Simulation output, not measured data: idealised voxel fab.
The process module that follows is named voxel ribs on slabs.
The cross-section shown here is cut; it is 235 nm wide and divided into square cells measuring 5 nm on a side.
In what follows, cross-sections appear as grids of square cells, described through bands that run from the top down, where every band is one or more rows of cells.
Top, bottom (nm), then materials left to right with widths (nm); lone material tagged "throughout" fills the whole band edge to edge; "empty" = empty space.
Where do heights start? At 0: under that level the wafer as delivered is made of one material only. And the lowest band has no floor; it just carries on downward, as in "0..down".
Width: "30..40" (first number = top row, second number = bottom row, same change from row to row of cells).
"all unchanged" after a step means that no cell of the cross-section changed.
Enclosed voids (no open way to top), threshold 8 cells or more, entry "Unvented voids", notation width x height at distance, distance from left edge, nm.
Formally, on a step line, whatever follows the settings is a remark that the simulator itself makes on the step.
Steps that use a mask can have "overlay nm" on their line. It says how far the mask sat to the right of where it was meant to be. Negative means to the left.
Process steps foreseen in the plan:
1,RECEIVE [material Si]
2,DIRECTIONAL_DEP [material SiO2] [thk nm 25]
3,DIRECTIONAL_DEP [material polySi] [thk nm 25]
4,DIRECTIONAL_DEP [material aC] [thk nm 10]
5,PATTERN [tone cover] [mask id RIB] [material resist] [width nm 25] [thk nm 25] [overlay nm 0]
6,DIRECTIONAL_ETCH [etch materials aC] [depth nm 10]
7,STRIP [etch materials resist]
8,DIRECTIONAL_ETCH [etch materials polySi] [depth nm 10]
9,STRIP [etch materials aC]
10,DIRECTIONAL_DEP [material aC] [thk nm 15]
11,PATTERN [tone cover] [mask id SLAB] [material resist] [width nm 65] [thk nm 35] [overlay nm 0]
12,DIRECTIONAL_ETCH [etch materials aC] [depth nm 15]
13,STRIP [etch materials resist]
14,DIRECTIONAL_ETCH [etch materials polySi] [depth nm 15]
15,STRIP [etch materials aC]
16,FILL_DEP [material SiO2] [thk nm 30]
17,CMP [height nm 70]
18,DIRECTIONAL_DEP [material W] [thk nm 5]
19,PATTERN [tone cover] [mask id HEATER] [material resist] [width nm 35] [thk nm 15] [overlay nm 0]
20,DIRECTIONAL_ETCH [etch materials W] [depth nm 5]
21,STRIP [etch materials resist]
22,CONFORMAL_DEP [material SiN] [thk nm 5]
Incoming wafer, cross-sectional view, post step 1:
* 0..down | Si throughout
* Unvented voids: none
The module was run from the start shown above using the plan shown above, but one mistake was made doing it; the resulting wafer cross-section is below:
* 75..70 | empty (100); W (35); empty (100)
* 70..50 | SiO2 throughout
* 50..40 | SiO2 (105); polySi (25); SiO2 (105)
* 40..25 | SiO2 (85); polySi (65); SiO2 (85)
* 25..0 | SiO2 throughout
* 0..down | Si throughout
* Unvented voids: none
Diagnosis: plan step 22: skipped, not run
